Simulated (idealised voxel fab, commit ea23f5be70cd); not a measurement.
Documented hereafter: the process module known as voxel self aligned contacts.
Shown is cross-section cut, with a width of 195 nm and square cells of size 5 nm.
In this document a cross-section is written as a grid of square cells. It is given as a series of bands, listed from the top down, and a band is one or more rows of cells.
Band entry format. Leading values: height of top, height of bottom, nm. Remainder: materials in left-to-right order, each with its width in nm. Special words: "everywhere" on a single material, which then fills the band edge to edge; "air", empty space.
Height reference: 0 = level under which incoming wafer is all one material. Lowest band: no bottom, runs on downward, e.g. "z 0 and below".
Width spec "30->40" -> top row of cells at first value, bottom row at second value, equal per-row change in between.
Step note "remained unchanged" = no cross-section cell changed.
Basically, "Closed voids list" tells you about the enclosed voids: empty spaces with no open way to the top, 8 cells or bigger, each written width x height at distance, where distance is from the left edge, all in nm.
Formally, on a step line, whatever follows the settings is a remark that the simulator itself makes on the step.
overlay nm, on a step with a mask: how far to the right of its planned place the mask lay; to the left if negative
These are the steps we planned for the process:
- 1: op RECEIVE | material Si
- 2: op OXIDIZE | depth nm 5
- 3: op DIRECTIONAL_DEP | material polySi | thk nm 20
- 4: op DIRECTIONAL_DEP | material SiN | thk nm 20
- 5: op DIRECTIONAL_DEP | material aC | thk nm 15
- 6: op PATTERN | tone cover | mask id GATE | material resist | width nm 25 | pitch nm 65 | thk nm 30 | overlay nm 0
- 7: op DIRECTIONAL_ETCH | etch materials aC | depth nm 15
- 8: op STRIP | etch materials resist
- 9: op DIRECTIONAL_ETCH | etch materials SiN | depth nm 20
- 10: op DIRECTIONAL_ETCH | etch materials polySi | depth nm 20
- 11: op STRIP | etch materials aC
- 12: op CONFORMAL_DEP | material SiN | thk nm 10
- 13: op DIRECTIONAL_ETCH | etch materials SiN | depth nm 10
- 14: op FILL_DEP | material SiO2 | thk nm 20
- 15: op CMP | height nm 50
- 16: op PATTERN | tone open | mask id CONTACT | material resist | width nm 50 | pitch nm 65 | thk nm 20 | overlay nm 0
- 17: op DIRECTIONAL_ETCH | etch materials SiO2 | depth nm 55
- 18: op STRIP | etch materials resist
- 19: op CONFORMAL_DEP | material TiN | thk nm 5
- 20: op FILL_DEP | material Ru | thk nm 5
- 21: op CMP | height nm 50
- 22: op CONFORMAL_DEP | material SiCN | thk nm 5
As received (post step 1): cross-section:
z 0 and below | Si everywhere
Closed voids list: none
Starting structure and process plan are as shown above, but one mistake was made in running the module; the wafer cross-section at the end of the module follows:
z 55 to 50 | SiCN everywhere
z 50 to 40 | SiO2 50 nm | TiN 5->10 nm | Ru 40->10 nm | TiN 5->30 nm | SiO2 15 nm | TiN 5->10 nm | Ru 40->10 nm | TiN 5->30 nm | SiO2 30 nm
z 40 to 20 | SiO2 10 nm | SiN 45 nm | TiN 5 nm | Ru 10 nm | TiN 5 nm | SiN 45 nm | TiN 5 nm | Ru 10 nm | TiN 5 nm | SiN 45 nm | SiO2 10 nm
z 20 to 0 | SiO2 10 nm | SiN 10 nm | polySi 25 nm | SiN 10 nm | TiN 5 nm | Ru 10 nm | TiN 5 nm | SiN 10 nm | polySi 25 nm | SiN 10 nm | TiN 5 nm | Ru 10 nm | TiN 5 nm | SiN 10 nm | polySi 25 nm | SiN 10 nm | SiO2 10 nm
z 0 to -5 | SiO2 55 nm | TiN 20 nm | SiO2 45 nm | TiN 20 nm | SiO2 55 nm
z -5 and below | Si everywhere
Closed voids list: none
What was done differently from what was planned? planned and actual differ for step 16; actual: op PATTERN | tone open | mask id CONTACT | material resist | width nm 50 | pitch nm 65 | thk nm 20 | overlay nm 10
